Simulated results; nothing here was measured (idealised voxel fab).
Process module under the name voxel lift off
Cross-section cut: width 295 nm, square cells of 5 nm.
How to read a cross-section here: the picture is a grid of square cells, written as bands going from the top down, and any band can span one or more rows of cells. Top height, bottom height, nm. Materials left to right, width each, nm. Single material + "throughout" = fills band edge to edge. "air" = empty. Zero point of the height axis is 0; under it, received wafer = one material. Lowest band: continues down indefinitely, "0 -> down". Quick explanation for "30->40": the width changes in equal steps down the rows of cells, from the first number in the band's top row to the second number in its bottom row. No cell of the cross-section changed in a step that is given as "no alteration". You'll see "Enclosed void list" listing empty spaces that have no way open to the top, as long as they're 8 cells or more; the notation is width x height at distance, where the distance is from the left edge, and all of it is in nm. after a step's settings: what the simulator itself notes on the step. "overlay nm" denotes, for a step that has a mask, the displacement of the mask to the right of its planned place, with negative values corresponding to the left.
### Planned step list for the process
1,RECEIVE,material Si
2,CONFORMAL_DEP,material SiN,thk nm 10
3,PATTERN,tone open,mask id LINES,material resist,width nm 25,pitch nm 50,thk nm 30,overlay nm 0
4,DIRECTIONAL_DEP,material Ru,thk nm 15
5,STRIP,etch materials resist
6,CONFORMAL_DEP,material SiN,thk nm 5
### First out of two wafers; run went to plan
### Shown in cross-section is the wafer as received, that is, as it stands after step 1
- 0 -> down | Si throughout
- Enclosed void list: none
### Presented here is a cross-section of the wafer after step 2 has been performed
- 10 -> 0 | SiN throughout
- Under the height 0 nothing was changed.
### Presented here is a cross-section of the wafer after step 3 has been performed
- 40 -> 10 | 85 nm resist / 25 nm air / 25 nm resist / 25 nm air / 25 nm resist / 25 nm air / 85 nm resist
- Under the height 10 nothing was changed.
### Presented here is a cross-section of the wafer after step 4 has been performed
- 55 -> 40 | 85 nm Ru / 25 nm air / 25 nm Ru / 25 nm air / 25 nm Ru / 25 nm air / 85 nm Ru
- 40 -> 25 | 85 nm resist / 25 nm air / 25 nm resist / 25 nm air / 25 nm resist / 25 nm air / 85 nm resist
- 25 -> 10 | 85 nm resist / 25 nm Ru / 25 nm resist / 25 nm Ru / 25 nm resist / 25 nm Ru / 85 nm resist
- Under the height 10 nothing was changed.
### Presented here is a cross-section of the wafer after step 5 has been performed
- 25 -> 10 | 85 nm air / 25 nm Ru / 25 nm air / 25 nm Ru / 25 nm air / 25 nm Ru / 85 nm air
- Under the height 10 nothing was changed.
### Presented here is a cross-section of the wafer after step 6 has been performed
- 30 -> 25 | 80 nm air / 35 nm SiN / 15 nm air / 35 nm SiN / 15 nm air / 35 nm SiN / 80 nm air
- 25 -> 15 | 80 nm air / 5 nm SiN / 25 nm Ru / 5 nm SiN / 15 nm air / 5 nm SiN / 25 nm Ru / 5 nm SiN / 15 nm air / 5 nm SiN / 25 nm Ru / 5 nm SiN / 80 nm air
- 15 -> 10 | 85 nm SiN / 25 nm Ru / 25 nm SiN / 25 nm Ru / 25 nm SiN / 25 nm Ru / 85 nm SiN
- Under the height 10 nothing was changed.
### Companion wafer, the second of two: same beginning, same intended sequence, one mistake in carrying it out; through step 3 inclusive it tracks the first exactly
Cross-section: second wafer, time at which step 4 was scheduled to end: no alteration
### Cross-section: second wafer, time at which step 5 was scheduled to end
- 10 -> 0 | SiN throughout
- Under the height 0 nothing was changed.
### Cross-section: second wafer, time at which step 6 was scheduled to end
- 15 -> 0 | SiN throughout
- Under the height 0 nothing was changed.
Where did the run depart from the plan? the plan's step 4 was left out and never carried out
The closing comparison, in cells, has the second wafer with more or fewer of some materials than the first: -45 Ru, -18 SiN
